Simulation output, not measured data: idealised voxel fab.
The document below concerns the process module designated voxel local oxidation.
Cross-section cut: width 215 nm, square cells of 5 nm.
How to read a cross-section here: the picture is a grid of square cells, written as bands going from the top down, and any band can span one or more rows of cells. First you get the band's top height and its bottom height, in nm, and then the materials it's made of, left to right, with each width in nm. If you see a single material with "throughout", that one covers the band edge to edge. "blank" is empty space. A quick word on heights: they are counted from 0, and under that level the wafer as it came to us is one material throughout. The lowest band is different from the rest in having no bottom; it simply continues downward, written as in "z 0 and below". Width "30..40": first value at the band's top row of cells, second value at its bottom row, equal change from row to row. When a step is marked "nothing was modified", none of the cells in the cross-section changed during that step. "Voids, sealed" enumerates empty spaces isolated from the top, with no open way to it, that contain at least 8 cells, giving each as width x height at distance from the left edge, all three in nm. It should be noted that, on the line of a given step, the content following the step's settings is a remark produced by the simulator itself with respect to that step. overlay nm: how far to the right of its planned place the mask lay on this masked step (negative: to the left).

List of planned process steps:
1 op RECEIVE | material Si
2 op CONFORMAL_DEP | material SiO2 | thk nm 5
3 op CONFORMAL_DEP | material SiN | thk nm 10
4 op MASKED_ETCH | tone cover | mask id ACTIVE | width nm 90 | etch materials SiN | depth nm 10 | overlay nm 0
5 op SELECTIVE_ETCH | etch materials SiO2 | depth nm 5
6 op OXIDIZE | depth nm 10
7 op STRIP | etch materials SiN

first wafer, as planned:

So this is the incoming wafer in cross-section - it's already been through step 1:
  z 0 and below: Si throughout
  Voids, sealed: none

Once step 2 is through, the wafer looks like this in cross-section:
  z 5 to 0: SiO2 throughout
  Anything lower than 0 is untouched.

Once step 3 is through, the wafer looks like this in cross-section:
  z 15 to 5: SiN throughout
  Anything lower than 5 is untouched.

Once step 4 is through, the wafer looks like this in cross-section:
  z 15 to 5: blank: 60; SiN: 90; blank: 65
  Anything lower than 5 is untouched.

Once step 5 is through, the wafer looks like this in cross-section:
  z 15 to 5: blank: 60; SiN: 90; blank: 65
  z 5 to 0: blank: 65; SiO2: 80; blank: 70
  Anything lower than 0 is untouched.

Once step 6 is through, the wafer looks like this in cross-section:
  z 15 to 5: blank: 60; SiN: 90; blank: 65
  z 5 to 0: blank: 65; SiO2: 80; blank: 70
  z 0 to -10: SiO2: 75; Si: 60; SiO2: 80
  Anything lower than -10 is untouched.

Once step 7 is through, the wafer looks like this in cross-section:
  z 5 to 0: blank: 65; SiO2: 80; blank: 70
  Anything lower than 0 is untouched.

Now the other wafer: same start, same recipe, but we messed up one thing when running it. Up to and including step 1 it's the same as the first one:

Second wafer shown in cross-section at the time step 2 was slated to end: nothing was modified

Second wafer shown in cross-section at the time step 3 was slated to end:
  z 10 to 0: SiN throughout
  Anything lower than 0 is untouched.

Second wafer shown in cross-section at the time step 4 was slated to end:
  z 10 to 0: blank: 60; SiN: 90; blank: 65
  Anything lower than 0 is untouched.

Second wafer shown in cross-section at the time step 5 was slated to end: nothing was modified

Second wafer shown in cross-section at the time step 6 was slated to end:
  z 10 to 0: blank: 60; SiN: 90; blank: 65
  z 0 to -10: SiO2: 70; Si: 70; SiO2: 75
  Anything lower than -10 is untouched.

Second wafer shown in cross-section at the time step 7 was slated to end:
  z 0 to -10: SiO2: 70; Si: 70; SiO2: 75
  Anything lower than -10 is untouched.
It is concluded that the wafer was processed incorrectly with respect to the plan, in that heads up, step 2 of the plan was skipped and never actually ran
The final cell counts differ between the wafers, with the second having more or fewer of some materials than the first: 4 more of Si | 20 fewer of SiO2
